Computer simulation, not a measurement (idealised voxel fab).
process module | voxel transistor to metal
cross-section cut | 260 nm wide | cells 5 nm
A cross-section is a grid of square cells, given in bands from the top down. A band is one or more rows of cells.
Each band's line starts with the height of the band's top and of its bottom, in nm. Then come its materials from left to right, each with its width in nm. One material with "throughout" fills the band from edge to edge. "air" is empty space.
Height 0 is the level under which the wafer as received is all one material. The lowest band goes on downwards, as in "0 down".
A width such as "30 to 40" changes by the same amount from each row of cells to the next, from the band's top row to its bottom row.
"no change" after a step means that no cell of the cross-section changed.
closed voids: empty space of 8 cells or more with no open way to the top, each as width x height at its distance from the left edge, in nm
after a step's settings: what the simulator itself notes on the step
overlay nm, on a step with a mask: how far to the right of its planned place the mask lay; to the left if negative
plan
1 op RECEIVE | material Si
2 op OXIDIZE | depth nm 5
3 op CONFORMAL_DEP | material SiN | thk nm 15
4 op PATTERN | tone cover | mask id ACTIVE | material resist | width nm 95 | pitch nm 125 | thk nm 15 | overlay nm 0
5 op DIRECTIONAL_ETCH | etch materials SiN | depth nm 15
6 op DIRECTIONAL_ETCH | etch materials SiO2 | depth nm 5
7 op DIRECTIONAL_ETCH | etch materials Si | depth nm 30
8 op STRIP | etch materials resist
9 op OXIDIZE | depth nm 5
10 op FILL_DEP | material SiO2 | thk nm 10
11 op CMP | height nm 15
12 op SELECTIVE_ETCH | etch materials SiO2 | depth nm 10
13 op STRIP | etch materials SiN
14 op SELECTIVE_ETCH | etch materials SiO2 | depth nm 5
15 op OXIDIZE | depth nm 5
16 op DIRECTIONAL_DEP | material polySi | thk nm 25
17 op DIRECTIONAL_DEP | material SiCN | thk nm 15
18 op MASKED_ETCH | tone cover | mask id GATE | width nm 25 | pitch nm 125 | etch materials SiCN | depth nm 25 | overlay nm 0
19 op MASKED_ETCH | tone cover | mask id GATE | width nm 25 | pitch nm 125 | etch materials polySi | depth nm 35 | overlay nm 0
20 op CONFORMAL_DEP | material SiN | thk nm 5
21 op DIRECTIONAL_ETCH | etch materials SiN | depth nm 5
22 op DIRECTIONAL_ETCH | etch materials SiO2 | depth nm 5
23 op DIRECTIONAL_ETCH | etch materials Si | depth nm 15
24 op EPI | material SiGe | thk nm 15
25 op FILL_DEP | material SiO2 | thk nm 5
26 op CMP | height nm 35
27 op DIRECTIONAL_DEP | material SiO2 | thk nm 15
28 op MASKED_ETCH | tone open | mask id CONTACT | width nm 25 | etch materials SiO2 | depth nm 60 | overlay nm 0
29 op CONFORMAL_DEP | material TiN | thk nm 5
30 op FILL_DEP | material W | thk nm 5
31 op CMP | height nm 50
32 op CONFORMAL_DEP | material SiN | thk nm 5
33 op DIRECTIONAL_DEP | material SiO2 | thk nm 15
34 op DIRECTIONAL_DEP | material aC | thk nm 15
35 op PATTERN | tone open | mask id METAL_1 | material resist | width nm 15 | thk nm 30 | overlay nm 0
36 op DIRECTIONAL_ETCH | etch materials aC | depth nm 15
37 op STRIP | etch materials resist
38 op DIRECTIONAL_ETCH | etch materials SiO2 | depth nm 15
39 op DIRECTIONAL_ETCH | etch materials SiN | depth nm 5
40 op STRIP | etch materials aC
41 op CONFORMAL_DEP | material TiN | thk nm 5
42 op FILL_DEP | material Cu | thk nm 10
43 op CMP | height nm 70
44 op CONFORMAL_DEP | material SiN | thk nm 5
as received, after step 1
  0 down: Si throughout
  closed voids: none
a wafer at the end: this start, this plan, one mistake
  75 to 70: SiN throughout
  70 to 55: SiO2 35 | TiN 5 | Cu 5 | TiN 5 | SiO2 55 | TiN 5 | Cu 5 | TiN 5 | SiO2 40 | TiN 5 | Cu 5 | TiN 5 | SiO2 55 | TiN 5 | Cu 5 | TiN 5 | SiO2 15
  55 to 50: SiN 35 | TiN 15 | SiN 55 | TiN 15 | SiN 40 | TiN 15 | SiN 55 | TiN 15 | SiN 15
  50 to 35: SiO2 25 | TiN 5 | W 15 | TiN 5 | SiO2 35 | TiN 5 | W 15 | TiN 5 | SiO2 40 | TiN 5 | W 15 | TiN 5 | SiO2 35 | TiN 5 | W 15 | TiN 5 | SiO2 25
  35 to 20: SiO2 25 | TiN 5 | W 15 | TiN 5 | SiN 5 | SiCN 25 | SiN 5 | TiN 5 | W 15 | TiN 5 | SiO2 40 | TiN 5 | W 15 | TiN 5 | SiN 5 | SiCN 25 | SiN 5 | TiN 5 | W 15 | TiN 5 | SiO2 25
  20 to 10: SiO2 25 | TiN 5 | W 15 | TiN 5 | SiN 5 | polySi 25 | SiN 5 | TiN 5 | W 15 | TiN 5 | SiO2 40 | TiN 5 | W 15 | TiN 5 | SiN 5 | polySi 25 | SiN 5 | TiN 5 | W 15 | TiN 5 | SiO2 25
  10 to 5: SiO2 25 | TiN 25 | SiN 5 | polySi 25 | SiN 5 | TiN 25 | SiO2 40 | TiN 25 | SiN 5 | polySi 25 | SiN 5 | TiN 25 | SiO2 25
  5 to 0: SiO2 25 | TiN 10 | SiGe 15 | SiN 5 | polySi 25 | SiN 5 | SiGe 15 | TiN 10 | SiO2 40 | TiN 10 | SiGe 15 | SiN 5 | polySi 25 | SiN 5 | SiGe 15 | TiN 10 | SiO2 25
  0 to -5: SiO2 15 | SiN 5 | SiO2 5 | TiN 10 | SiGe 15 | SiN 5 | polySi 25 | SiN 5 | SiGe 15 | TiN 10 | SiO2 5 | SiN 5 | SiO2 20 | SiN 5 | SiO2 5 | TiN 10 | SiGe 15 | SiN 5 | polySi 25 | SiN 5 | SiGe 15 | TiN 10 | SiO2 5 | SiN 5 | SiO2 15
  -5 to -10: SiO2 25 | TiN 10 | SiGe 15 | SiO2 35 | SiGe 15 | TiN 10 | SiO2 40 | TiN 10 | SiGe 15 | SiO2 35 | SiGe 15 | TiN 10 | SiO2 25
  -10 to -25: SiO2 25 | SiGe 25 | Si 35 | SiGe 25 | SiO2 40 | SiGe 25 | Si 35 | SiGe 25 | SiO2 25
  -25 to -40: SiO2 25 | Si 85 | SiO2 40 | Si 85 | SiO2 25
  -40 down: Si throughout
  closed voids: none
what went wrong: step 35 ran as: op PATTERN | tone open | mask id METAL_1 | material resist | width nm 15 | thk nm 30 | overlay nm 10
